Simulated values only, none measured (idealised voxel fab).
process module | voxel ribs on slabs
cross-section cut | 230 nm wide | cells 5 nm
A cross-section is a grid of square cells, given in bands from the top down. A band is one or more rows of cells.
Each band's line starts with the height of the band's top and of its bottom, in nm. Then come its materials from left to right, each with its width in nm. One material with "throughout" fills the band from edge to edge. "air" is empty space.
Height 0 is the level under which the wafer as received is all one material. The lowest band goes on downwards, as in "0 down".
A width such as "30 to 40" changes by the same amount from each row of cells to the next, from the band's top row to its bottom row.
"no change" after a step means that no cell of the cross-section changed.
closed voids: empty space of 8 cells or more with no open way to the top, each as width x height at its distance from the left edge, in nm
after a step's settings: what the simulator itself notes on the step
overlay nm, on a step with a mask: how far to the right of its planned place the mask lay; to the left if negative
plan
1 op RECEIVE | material Si
2 op DIRECTIONAL_DEP | material SiO2 | thk nm 30
3 op DIRECTIONAL_DEP | material SiN | thk nm 25
4 op DIRECTIONAL_DEP | material aC | thk nm 10
5 op PATTERN | tone cover | mask id RIB | material resist | width nm 25 | thk nm 25 | overlay nm 0
6 op DIRECTIONAL_ETCH | etch materials aC | depth nm 10
7 op STRIP | etch materials resist
8 op DIRECTIONAL_ETCH | etch materials SiN | depth nm 10
9 op STRIP | etch materials aC
10 op DIRECTIONAL_DEP | material aC | thk nm 15
11 op PATTERN | tone cover | mask id SLAB | material resist | width nm 85 | thk nm 30 | overlay nm 0
12 op DIRECTIONAL_ETCH | etch materials aC | depth nm 15
13 op STRIP | etch materials resist
14 op DIRECTIONAL_ETCH | etch materials SiN | depth nm 15
15 op STRIP | etch materials aC
16 op FILL_DEP | material SiO2 | thk nm 15
17 op CMP | height nm 65
18 op DIRECTIONAL_DEP | material TiN | thk nm 5
19 op PATTERN | tone cover | mask id HEATER | material resist | width nm 35 | thk nm 20 | overlay nm 0
20 op DIRECTIONAL_ETCH | etch materials TiN | depth nm 5
21 op STRIP | etch materials resist
22 op CONFORMAL_DEP | material SiN | thk nm 10
as received, after step 1
  0 down: Si throughout
  closed voids: none
a wafer at the end: this start, this plan, one mistake
  80 to 75: air 85 | SiN 55 | air 90
  75 to 70: SiN throughout
  70 to 65: SiN 95 | TiN 35 | SiN 100
  65 to 60: SiO2 70 | SiN 85 | SiO2 75
  60 to 0: SiO2 throughout
  0 down: Si throughout
  closed voids: none
what went wrong: step 2 was run twice
